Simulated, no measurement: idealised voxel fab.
Title: Process Module voxel fin reveal
230 nm wide, 5 nm square cells: that's cross-section cut.
Cross-section spec: square-cell grid; bands listed top down; each band is one or more rows.
A band entry consists of two parts. The first gives the height of the band's top and the height of its bottom, in nm. The rest lists the band's materials from left to right, each with its width in nm. A single material labelled with the word "everywhere" fills the band from edge to edge, and the word "air" marks empty space.
Where do heights start? At 0: under that level the wafer as delivered is made of one material only. And the lowest band has no floor; it just carries on downward, as in "0 and below".
The two numbers in a width such as "30..40" mark its ends across the band: the first belongs to the top row of cells, the second to the bottom row, and from each row to the next the width moves by the same amount.
Step marked "same as before"? Then no cell in the cross-section changed in it.
The entry "Enclosed void inventory" lists the empty spaces that cover at least 8 cells and have no open path to the top. Each is written as width x height at distance, where the distance is measured from the left edge and all three values are in nm.
Where a step's line continues beyond its settings, the continuation is a remark by the simulator itself on that step.
A step line may carry the setting "overlay nm", which, for steps involving a mask, states the distance by which the mask lay to the right of its intended position; negative values denote displacement to the left.

**List of planned process steps**
1) RECEIVE with material Si
2) CONFORMAL_DEP with material SiN, thk nm 5
3) DIRECTIONAL_DEP with material aC, thk nm 15
4) PATTERN with tone cover, mask id FINS, material resist, width nm 15, pitch nm 35, thk nm 35, overlay nm 0
5) DIRECTIONAL_ETCH with etch materials aC, depth nm 15
6) STRIP with etch materials resist
7) DIRECTIONAL_ETCH with etch materials SiN, depth nm 5
8) DIRECTIONAL_ETCH with etch materials Si, depth nm 30
9) STRIP with etch materials aC
10) FILL_DEP with material SiO2, thk nm 10
11) CMP with height nm 5
12) SELECTIVE_ETCH with etch materials SiO2, depth nm 25
13) STRIP with etch materials SiN
14) CONFORMAL_DEP with material HfO2, thk nm 5

**On the first of the two wafers: run conducted according to plan**

**Received-state cross-section, reflecting completion of step 1**
* 0 and below: Si everywhere
* Enclosed void inventory: none

**After step 2: wafer cross-section**
* 5 down to 0: SiN everywhere
* Under 0: no change, same as before.

**After step 3: wafer cross-section**
* 20 down to 5: aC everywhere
* Under 5: no change, same as before.

**After step 4: wafer cross-section**
* 55 down to 20: 70 nm air, 15 nm resist, 20 nm air, 15 nm resist, 20 nm air, 15 nm resist, 75 nm air
* Under 20: no change, same as before.

**After step 5: wafer cross-section**
* 40 down to 20: 70 nm air, 15 nm resist, 20 nm air, 15 nm resist, 20 nm air, 15 nm resist, 75 nm air
* 20 down to 5: 70 nm air, 15 nm aC, 20 nm air, 15 nm aC, 20 nm air, 15 nm aC, 75 nm air
* Under 5: no change, same as before.

**After step 6: wafer cross-section**
* 20 down to 5: 70 nm air, 15 nm aC, 20 nm air, 15 nm aC, 20 nm air, 15 nm aC, 75 nm air
* Under 5: no change, same as before.

**After step 7: wafer cross-section**
* 20 down to 5: 70 nm air, 15 nm aC, 20 nm air, 15 nm aC, 20 nm air, 15 nm aC, 75 nm air
* 5 down to 0: 70 nm air, 15 nm SiN, 20 nm air, 15 nm SiN, 20 nm air, 15 nm SiN, 75 nm air
* Under 0: no change, same as before.

**After step 8: wafer cross-section**
* 20 down to 5: 70 nm air, 15 nm aC, 20 nm air, 15 nm aC, 20 nm air, 15 nm aC, 75 nm air
* 5 down to 0: 70 nm air, 15 nm SiN, 20 nm air, 15 nm SiN, 20 nm air, 15 nm SiN, 75 nm air
* 0 down to -30: 70 nm air, 15 nm Si, 20 nm air, 15 nm Si, 20 nm air, 15 nm Si, 75 nm air
* Under -30: no change, same as before.

**After step 9: wafer cross-section**
* 5 down to 0: 70 nm air, 15 nm SiN, 20 nm air, 15 nm SiN, 20 nm air, 15 nm SiN, 75 nm air
* Under 0: no change, same as before.

**After step 10: wafer cross-section**
* 15 down to 5: SiO2 everywhere
* 5 down to 0: 70 nm SiO2, 15 nm SiN, 20 nm SiO2, 15 nm SiN, 20 nm SiO2, 15 nm SiN, 75 nm SiO2
* 0 down to -30: 70 nm SiO2, 15 nm Si, 20 nm SiO2, 15 nm Si, 20 nm SiO2, 15 nm Si, 75 nm SiO2
* Under -30: no change, same as before.

**After step 11: wafer cross-section**
* 5 down to 0: 70 nm SiO2, 15 nm SiN, 20 nm SiO2, 15 nm SiN, 20 nm SiO2, 15 nm SiN, 75 nm SiO2
* Under 0: no change, same as before.

**After step 12: wafer cross-section**
* 5 down to 0: 70 nm air, 15 nm SiN, 20 nm air, 15 nm SiN, 20 nm air, 15 nm SiN, 75 nm air
* 0 down to -20: 70 nm air, 15 nm Si, 20 nm air, 15 nm Si, 20 nm air, 15 nm Si, 75 nm air
* Under -20: no change, same as before.

**After step 13: wafer cross-section**
* 0 down to -20: 70 nm air, 15 nm Si, 20 nm air, 15 nm Si, 20 nm air, 15 nm Si, 75 nm air
* Under -20: no change, same as before.

**After step 14: wafer cross-section**
* 5 down to 0: 65 nm air, 25 nm HfO2, 10 nm air, 25 nm HfO2, 10 nm air, 25 nm HfO2, 70 nm air
* 0 down to -15: 65 nm air, 5 nm HfO2, 15 nm Si, 5 nm HfO2, 10 nm air, 5 nm HfO2, 15 nm Si, 5 nm HfO2, 10 nm air, 5 nm HfO2, 15 nm Si, 5 nm HfO2, 70 nm air
* -15 down to -20: 70 nm HfO2, 15 nm Si, 20 nm HfO2, 15 nm Si, 20 nm HfO2, 15 nm Si, 75 nm HfO2
* Under -20: no change, same as before.

**Wafer two. Same start, same plan, one slip in execution. Same as wafer one through step 3, inclusive**

**At the planned end of step 4, the second wafer in cross-section**
* 55 down to 20: 70 nm resist, 15 nm air, 20 nm resist, 15 nm air, 20 nm resist, 15 nm air, 75 nm resist
* Under 20: no change, same as before.

**At the planned end of step 5, the second wafer in cross-section**
* 40 down to 20: 70 nm resist, 15 nm air, 20 nm resist, 15 nm air, 20 nm resist, 15 nm air, 75 nm resist
* 20 down to 5: 70 nm aC, 15 nm air, 20 nm aC, 15 nm air, 20 nm aC, 15 nm air, 75 nm aC
* Under 5: no change, same as before.

**At the planned end of step 6, the second wafer in cross-section**
* 20 down to 5: 70 nm aC, 15 nm air, 20 nm aC, 15 nm air, 20 nm aC, 15 nm air, 75 nm aC
* Under 5: no change, same as before.

**At the planned end of step 7, the second wafer in cross-section**
* 20 down to 5: 70 nm aC, 15 nm air, 20 nm aC, 15 nm air, 20 nm aC, 15 nm air, 75 nm aC
* 5 down to 0: 70 nm SiN, 15 nm air, 20 nm SiN, 15 nm air, 20 nm SiN, 15 nm air, 75 nm SiN
* Under 0: no change, same as before.

**At the planned end of step 8, the second wafer in cross-section**
* 20 down to 5: 70 nm aC, 15 nm air, 20 nm aC, 15 nm air, 20 nm aC, 15 nm air, 75 nm aC
* 5 down to 0: 70 nm SiN, 15 nm air, 20 nm SiN, 15 nm air, 20 nm SiN, 15 nm air, 75 nm SiN
* 0 down to -30: 70 nm Si, 15 nm air, 20 nm Si, 15 nm air, 20 nm Si, 15 nm air, 75 nm Si
* Under -30: no change, same as before.

**At the planned end of step 9, the second wafer in cross-section**
* 5 down to 0: 70 nm SiN, 15 nm air, 20 nm SiN, 15 nm air, 20 nm SiN, 15 nm air, 75 nm SiN
* Under 0: no change, same as before.

**At the planned end of step 10, the second wafer in cross-section**
* 15 down to 5: SiO2 everywhere
* 5 down to 0: 70 nm SiN, 15 nm SiO2, 20 nm SiN, 15 nm SiO2, 20 nm SiN, 15 nm SiO2, 75 nm SiN
* 0 down to -30: 70 nm Si, 15 nm SiO2, 20 nm Si, 15 nm SiO2, 20 nm Si, 15 nm SiO2, 75 nm Si
* Under -30: no change, same as before.

**At the planned end of step 11, the second wafer in cross-section**
* 5 down to 0: 70 nm SiN, 15 nm SiO2, 20 nm SiN, 15 nm SiO2, 20 nm SiN, 15 nm SiO2, 75 nm SiN
* Under 0: no change, same as before.

**At the planned end of step 12, the second wafer in cross-section**
* 5 down to 0: 70 nm SiN, 15 nm air, 20 nm SiN, 15 nm air, 20 nm SiN, 15 nm air, 75 nm SiN
* 0 down to -20: 70 nm Si, 15 nm air, 20 nm Si, 15 nm air, 20 nm Si, 15 nm air, 75 nm Si
* Under -20: no change, same as before.

**At the planned end of step 13, the second wafer in cross-section**
* 0 down to -20: 70 nm Si, 15 nm air, 20 nm Si, 15 nm air, 20 nm Si, 15 nm air, 75 nm Si
* Under -20: no change, same as before.

**At the planned end of step 14, the second wafer in cross-section**
* 5 down to 0: 75 nm HfO2, 5 nm air, 30 nm HfO2, 5 nm air, 30 nm HfO2, 5 nm air, 80 nm HfO2
* 0 down to -15: 70 nm Si, 5 nm HfO2, 5 nm air, 5 nm HfO2, 20 nm Si, 5 nm HfO2, 5 nm air, 5 nm HfO2, 20 nm Si, 5 nm HfO2, 5 nm air, 5 nm HfO2, 75 nm Si
* -15 down to -20: 70 nm Si, 15 nm HfO2, 20 nm Si, 15 nm HfO2, 20 nm Si, 15 nm HfO2, 75 nm Si
* Under -20: no change, same as before.
Misprocessing identified: step 4 ran with different settings than intended, the actual operation and settings being PATTERN with tone open, mask id FINS, material resist, width nm 15, pitch nm 35, thk nm 35, overlay nm 0
Final difference in cells, second wafer against first, listed per material as more or fewer: +168 Si, -56 SiO2
